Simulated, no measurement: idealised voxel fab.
The process module presented herein is designated voxel ribs on slabs.
Shown is cross-section cut, with a width of 195 nm and square cells of size 5 nm.
Each cross-section below is a grid of square cells, stated as bands in top-down order, with one or more rows of cells making up each band. Look at the band entry: it leads with the top's height and the bottom's height in nm. Then it lists the materials left to right, with a width in nm for each. The word "all across" on a single material says that material fills the band edge to edge. The word "blank" is empty space. Where do heights start? At 0: under that level the wafer as delivered is made of one material only. And the lowest band has no floor; it just carries on downward, as in "0 down". Note: "30..40" means the width goes from the first number (top row of the band) to the second number (bottom row) in equal steps per row of cells. "no change occurred" means the step left every cell of the cross-section as it was. "Fully enclosed voids" - sealed voids, min. 8 cells, no opening to top; format: width x height at distance (distance from left edge; nm throughout). Read whatever lies past the settings on a step's line as the simulator's own remark about the step. For masked steps, "overlay nm" on the step line gives how far right of plan the mask actually lay; a minus sign means it lay to the left.

List of planned process steps
1 RECEIVE (material Si)
2 DIRECTIONAL_DEP (material SiO2; thk nm 20)
3 DIRECTIONAL_DEP (material polySi; thk nm 25)
4 PATTERN (tone cover; mask id RIB; material resist; width nm 20; thk nm 15; overlay nm 0)
5 DIRECTIONAL_ETCH (etch materials polySi; depth nm 15)
6 STRIP (etch materials resist)
7 DIRECTIONAL_DEP (material aC; thk nm 10)
8 PATTERN (tone cover; mask id SLAB; material resist; width nm 80; thk nm 25; overlay nm -15)
9 DIRECTIONAL_ETCH (etch materials aC; depth nm 10)
10 STRIP (etch materials resist)
11 DIRECTIONAL_ETCH (etch materials polySi; depth nm 10)
12 STRIP (etch materials aC)
13 FILL_DEP (material SiO2; thk nm 20)
14 CMP (height nm 60)
15 DIRECTIONAL_DEP (material TiN; thk nm 5)
16 PATTERN (tone cover; mask id HEATER; material resist; width nm 30; thk nm 15; overlay nm 0)
17 DIRECTIONAL_ETCH (etch materials TiN; depth nm 5)
18 STRIP (etch materials resist)
19 CONFORMAL_DEP (material SiO2; thk nm 10)
Split variable: overlay nm, step 8. Plan value = first wafer. Wafers start alike.

Received condition of the first of several wafers, sectioned: post-step 1
    0 down: Si all across
    Fully enclosed voids: none

The following table contains a row per wafer, in which are reported, at the conclusion of the module, the cells of each material gained (+) or lost (-) since the wafer's receipt, with its closed voids given thereafter
overlay nm -15, +506 SiO2, +6 TiN, +44 polySi, Fully enclosed voids: none
overlay nm -10, +506 SiO2, +6 TiN, +44 polySi, Fully enclosed voids: none
overlay nm -5, +506 SiO2, +6 TiN, +44 polySi, Fully enclosed voids: none
overlay nm 0, +506 SiO2, +6 TiN, +44 polySi, Fully enclosed voids: none
overlay nm 5, +506 SiO2, +6 TiN, +44 polySi, Fully enclosed voids: none
overlay nm 10, +506 SiO2, +6 TiN, +44 polySi, Fully enclosed voids: none
overlay nm 15, +506 SiO2, +6 TiN, +44 polySi, Fully enclosed voids: none
